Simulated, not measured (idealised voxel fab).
Process module, titled voxel wiring stack
Displayed cross-section: cut, width of 205 nm, square cells sized 5 nm.
Cross-section, as written here: a square-cell grid given band by band from the top down, where a band holds one or more rows of cells. Each band's line starts with the height of the band's top and of its bottom, in nm. Then come its materials from left to right, each with its width in nm. One material with "edge to edge" fills the band from edge to edge. "air" is empty space. Height is counted from the level 0, under which the received wafer is composed throughout of one material. The lowest of the bands is not closed at the bottom but continues downward, in the notation "z 0 and below". Per-row width for "30 to 40": begins at first number (top row of band), ends at second number (bottom row), increment between rows held constant. When a step is marked "no modification", none of the cells in the cross-section changed during that step. Reported under the label "Fully sealed cavities" are the empty spaces having no open way to the top and comprising 8 cells or more; the notation for each is width x height at distance, in which the distance is measured from the left edge and all three values are in nm. Whatever follows a step's settings on its line is a remark the simulator itself makes about that step. "overlay nm" on a masked step: distance the mask lay right of its planned place, negative for left. Note on reading: below, each pair holds a cross-section from before one process step and one from after it; the one from after shows only down to the lowest band that changed. Beneath the pair, the step in between is stated along with its settings. The pairs can stem from different runs of this module on the same starting wafer. Where a pair's entry headed "Pre-process cross-section" says so, and only there, that pair continues from the pair above it.

Pre-process cross-section
* z 120 to 100: 60 resist  15 air  40 resist  15 air  75 resist
* z 100 to 85: 60 SiO2  15 air  40 SiO2  15 air  75 SiO2
* z 85 to 80: 60 SiCN  15 air  40 SiCN  15 air  75 SiCN
* z 80 to 65: 60 lowk  5 TiN  15 Cu  5 TiN  30 lowk  5 TiN  15 Cu  5 TiN  65 lowk
* z 65 to 60: 60 SiCN  25 TiN  30 SiCN  25 TiN  65 SiCN
* z 60 to 40: 55 Cu  5 TiN  15 SiO2  5 TiN  30 Cu  5 TiN  15 SiO2  5 TiN  70 Cu
* z 40 to 35: 60 TiN  15 SiCN  40 TiN  15 SiCN  75 TiN
* z 35 to 20: 55 SiO2  5 SiCN  25 W  5 SiCN  20 SiO2  5 SiCN  25 W  5 SiCN  60 SiO2
* z 20 to 15: 60 SiCN  25 TiN  30 SiCN  25 TiN  65 SiCN
* z 15 to 0: SiO2 edge to edge
* z 0 and below: Si edge to edge
* Fully sealed cavities: none

Post-Process View
* z 100 to 85: 60 SiO2  15 air  40 SiO2  15 air  75 SiO2
* Below 85, no change.
* Fully sealed cavities: none
Which process step falls between the two cross-sections above? STRIP,etch materials resist

Pre-process cross-section: starting point is the after cross-section of the pair just above.

Post-Process View
* z 100 to 90: 60 SiO2  15 air  40 SiO2  15 air  75 SiO2
* z 90 to 85: 60 SiO2  15 Ru  40 SiO2  15 Ru  75 SiO2
* z 85 to 80: 60 SiCN  15 Ru  40 SiCN  15 Ru  75 SiCN
* Below 80, no change.
* Fully sealed cavities: none
Which process step falls between the two cross-sections above? EPI,material Ru,thk nm 10

Pre-process cross-section: starting point is the after cross-section of the pair just above.

Post-Process View
* z 100 to 85: 60 SiO2  15 Ru  40 SiO2  15 Ru  75 SiO2
* Below 85, no change.
* Fully sealed cavities: none
Which process step falls between the two cross-sections above? EPI,material Ru,thk nm 10

Pre-process cross-section: starting point is the after cross-section of the pair just above.

Post-Process View
* z 105 to 100: SiCN edge to edge
* Below 100, no change.
* Fully sealed cavities: none
Which process step falls between the two cross-sections above? CONFORMAL_DEP,material SiCN,thk nm 5

Pre-process cross-section: starting point is the after cross-section of the pair just above.

Post-Process View
* z 125 to 105: SiO2 edge to edge
* Below 105, no change.
* Fully sealed cavities: none
Which process step falls between the two cross-sections above? DIRECTIONAL_DEP,material SiO2,thk nm 20

Pre-process cross-section: starting point is the after cross-section of the pair just above.

Post-Process View
* z 135 to 125: aC edge to edge
* Below 125, no change.
* Fully sealed cavities: none
Which process step falls between the two cross-sections above? DIRECTIONAL_DEP,material aC,thk nm 10

Pre-process cross-section: starting point is the after cross-section of the pair just above.

Post-Process View
* z 160 to 135: 60 resist  25 air  30 resist  25 air  65 resist
* Below 135, no change.
* Fully sealed cavities: none
Which process step falls between the two cross-sections above? PATTERN,tone open,mask id METAL_3,material resist,width nm 25,pitch nm 55,thk nm 25,overlay nm 0

Pre-process cross-section: starting point is the after cross-section of the pair just above.

Post-Process View
* z 150 to 135: 60 resist  25 air  30 resist  25 air  65 resist
* z 135 to 125: 60 aC  25 air  30 aC  25 air  65 aC
* Below 125, no change.
* Fully sealed cavities: none
Which process step falls between the two cross-sections above? DIRECTIONAL_ETCH,etch materials aC,depth nm 10

Pre-process cross-section: starting point is the after cross-section of the pair just above.

Post-Process View
* z 135 to 125: 60 aC  25 air  30 aC  25 air  65 aC
* Below 125, no change.
* Fully sealed cavities: none
Which process step falls between the two cross-sections above? STRIP,etch materials resist

Pre-process cross-section: starting point is the after cross-section of the pair just above.

Post-Process View
* z 135 to 125: 60 aC  25 air  30 aC  25 air  65 aC
* z 125 to 105: 60 SiO2  25 air  30 SiO2  25 air  65 SiO2
* Below 105, no change.
* Fully sealed cavities: none
Which process step falls between the two cross-sections above? DIRECTIONAL_ETCH,etch materials SiO2,depth nm 20

Pre-process cross-section: starting point is the after cross-section of the pair just above.

Post-Process View
* z 135 to 125: 60 aC  25 air  30 aC  25 air  65 aC
* z 125 to 105: 60 SiO2  25 air  30 SiO2  25 air  65 SiO2
* z 105 to 100: 60 SiCN  25 air  30 SiCN  25 air  65 SiCN
* Below 100, no change.
* Fully sealed cavities: none
Which process step falls between the two cross-sections above? DIRECTIONAL_ETCH,etch materials SiCN,depth nm 5

Pre-process cross-section: starting point is the after cross-section of the pair just above.

Post-Process View
* z 125 to 105: 60 SiO2  25 air  30 SiO2  25 air  65 SiO2
* Below 105, no change.
* Fully sealed cavities: none
Which process step falls between the two cross-sections above? STRIP,etch materials aC

Pre-process cross-section: starting point is the after cross-section of the pair just above.

Post-Process View
* z 130 to 125: 65 TiN  15 air  40 TiN  15 air  70 TiN
* z 125 to 105: 60 SiO2  5 TiN  15 air  5 TiN  30 SiO2  5 TiN  15 air  5 TiN  65 SiO2
* z 105 to 100: 60 SiCN  25 TiN  30 SiCN  25 TiN  65 SiCN
* Below 100, no change.
* Fully sealed cavities: none
Which process step falls between the two cross-sections above? CONFORMAL_DEP,material TiN,thk nm 5

Pre-process cross-section: starting point is the after cross-section of the pair just above.

Post-Process View
* z 140 to 130: Ru edge to edge
* z 130 to 125: 65 TiN  15 Ru  40 TiN  15 Ru  70 TiN
* z 125 to 105: 60 SiO2  5 TiN  15 Ru  5 TiN  30 SiO2  5 TiN  15 Ru  5 TiN  65 SiO2
* Below 105, no change.
* Fully sealed cavities: none
Which process step falls between the two cross-sections above? FILL_DEP,material Ru,thk nm 10

Pre-process cross-section: starting point is the after cross-section of the pair just above.

Post-Process View
* z 125 to 105: 60 SiO2  5 TiN  15 Ru  5 TiN  30 SiO2  5 TiN  15 Ru  5 TiN  65 SiO2
* Below 105, no change.
* Fully sealed cavities: none
Which process step falls between the two cross-sections above? CMP,height nm 125

Pre-process cross-section: starting point is the after cross-section of the pair just above.

Post-Process View
* z 130 to 125: SiN edge to edge
* Below 125, no change.
* Fully sealed cavities: none
Which process step falls between the two cross-sections above? CONFORMAL_DEP,material SiN,thk nm 5
